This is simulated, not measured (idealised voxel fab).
process module | voxel released beams
cross-section cut | 215 nm wide | cells 5 nm
A cross-section is a grid of square cells, given in bands from the top down. A band is one or more rows of cells.
Each band's line starts with the height of the band's top and of its bottom, in nm. Then come its materials from left to right, each with its width in nm. One material with "throughout" fills the band from edge to edge. "air" is empty space.
Height 0 is the level under which the wafer as received is all one material. The lowest band goes on downwards, as in "0 down".
A width such as "30 to 40" changes by the same amount from each row of cells to the next, from the band's top row to its bottom row.
"no change" after a step means that no cell of the cross-section changed.
closed voids: empty space of 8 cells or more with no open way to the top, each as width x height at its distance from the left edge, in nm
after a step's settings: what the simulator itself notes on the step
overlay nm, on a step with a mask: how far to the right of its planned place the mask lay; to the left if negative
plan
1 op RECEIVE | material Si
2 op CONFORMAL_DEP | material SiN | thk nm 5
3 op DIRECTIONAL_DEP | material SiO2 | thk nm 15
4 op DIRECTIONAL_DEP | material aC | thk nm 15
5 op PATTERN | tone open | mask id ANCHOR | material resist | width nm 30 | thk nm 35 | overlay nm 0
6 op DIRECTIONAL_ETCH | etch materials aC | depth nm 15
7 op STRIP | etch materials resist
8 op DIRECTIONAL_ETCH | etch materials SiO2 | depth nm 15
9 op STRIP | etch materials aC
10 op CONFORMAL_DEP | material TiN | thk nm 10
11 op DIRECTIONAL_DEP | material aC | thk nm 10
12 op PATTERN | tone cover | mask id BEAM | material resist | width nm 105 | thk nm 30 | overlay nm 0
13 op DIRECTIONAL_ETCH | etch materials aC | depth nm 5
14 op STRIP | etch materials resist
15 op DIRECTIONAL_ETCH | etch materials TiN | depth nm 10
16 op STRIP | etch materials aC
17 op STRIP | etch materials SiO2
varied across the wafers: depth nm of step 13. The plan shows the first wafer's value. All wafers start alike
first wafer as received, after step 1
  0 down: Si throughout
  closed voids: none
each wafer at the end: cells of each material gained (+) or lost (-) since it was received, then its closed voids
depth nm 5 | +43 SiN | +111 SiO2 | +98 TiN | closed voids: none
depth nm 10 | +43 SiN | +54 TiN | closed voids: none
depth nm 15 | +43 SiN | +54 TiN | closed voids: none
depth nm 20 | +43 SiN | +54 TiN | closed voids: none
depth nm 25 | +43 SiN | +54 TiN | closed voids: none
